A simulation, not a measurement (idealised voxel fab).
process module | voxel double patterning
cross-section cut | 295 nm wide | cells 5 nm
A cross-section is a grid of square cells, given in bands from the top down. A band is one or more rows of cells.
Each band's line starts with the height of the band's top and of its bottom, in nm. Then come its materials from left to right, each with its width in nm. One material with "throughout" fills the band from edge to edge. "air" is empty space.
Height 0 is the level under which the wafer as received is all one material. The lowest band goes on downwards, as in "0 down".
A width such as "30 to 40" changes by the same amount from each row of cells to the next, from the band's top row to its bottom row.
"no change" after a step means that no cell of the cross-section changed.
closed voids: empty space of 8 cells or more with no open way to the top, each as width x height at its distance from the left edge, in nm
after a step's settings: what the simulator itself notes on the step
overlay nm, on a step with a mask: how far to the right of its planned place the mask lay; to the left if negative
plan
1 op RECEIVE | material Si
2 op CONFORMAL_DEP | material SiO2 | thk nm 10
3 op DIRECTIONAL_DEP | material W | thk nm 10
4 op DIRECTIONAL_DEP | material SiN | thk nm 5
5 op MASKED_ETCH | tone open | mask id FIRST | width nm 15 | pitch nm 50 | etch materials SiN | depth nm 5 | overlay nm 0
6 op DIRECTIONAL_DEP | material aC | thk nm 10
7 op PATTERN | tone open | mask id SECOND | material resist | width nm 15 | pitch nm 50 | thk nm 25 | overlay nm 0
8 op DIRECTIONAL_ETCH | etch materials aC | depth nm 10
9 op STRIP | etch materials resist
10 op DIRECTIONAL_ETCH | etch materials SiN | depth nm 5
11 op STRIP | etch materials aC
12 op DIRECTIONAL_ETCH | etch materials W | depth nm 10
13 op STRIP | etch materials SiN
as received, after step 1
  0 down: Si throughout
  closed voids: none
first wafer at the end, as planned
  20 to 10: W 90 | air 15 | W 10 | air 15 | W 10 | air 15 | W 10 | air 15 | W 10 | air 15 | W 90
  10 to 0: SiO2 throughout
  0 down: Si throughout
  closed voids: none
second wafer at the end: like start, like plan, one mistake
  20 to 10: W 90 | air 15 | W 15 | air 15 | W 5 | air 15 | W 15 | air 15 | W 5 | air 15 | W 90
  10 to 0: SiO2 throughout
  0 down: Si throughout
  closed voids: none
what went wrong: step 7 ran as: op PATTERN | tone open | mask id SECOND | material resist | width nm 15 | pitch nm 50 | thk nm 25 | overlay nm 5
at the end the second wafer has, in cells: as many of each material as the first, in other places
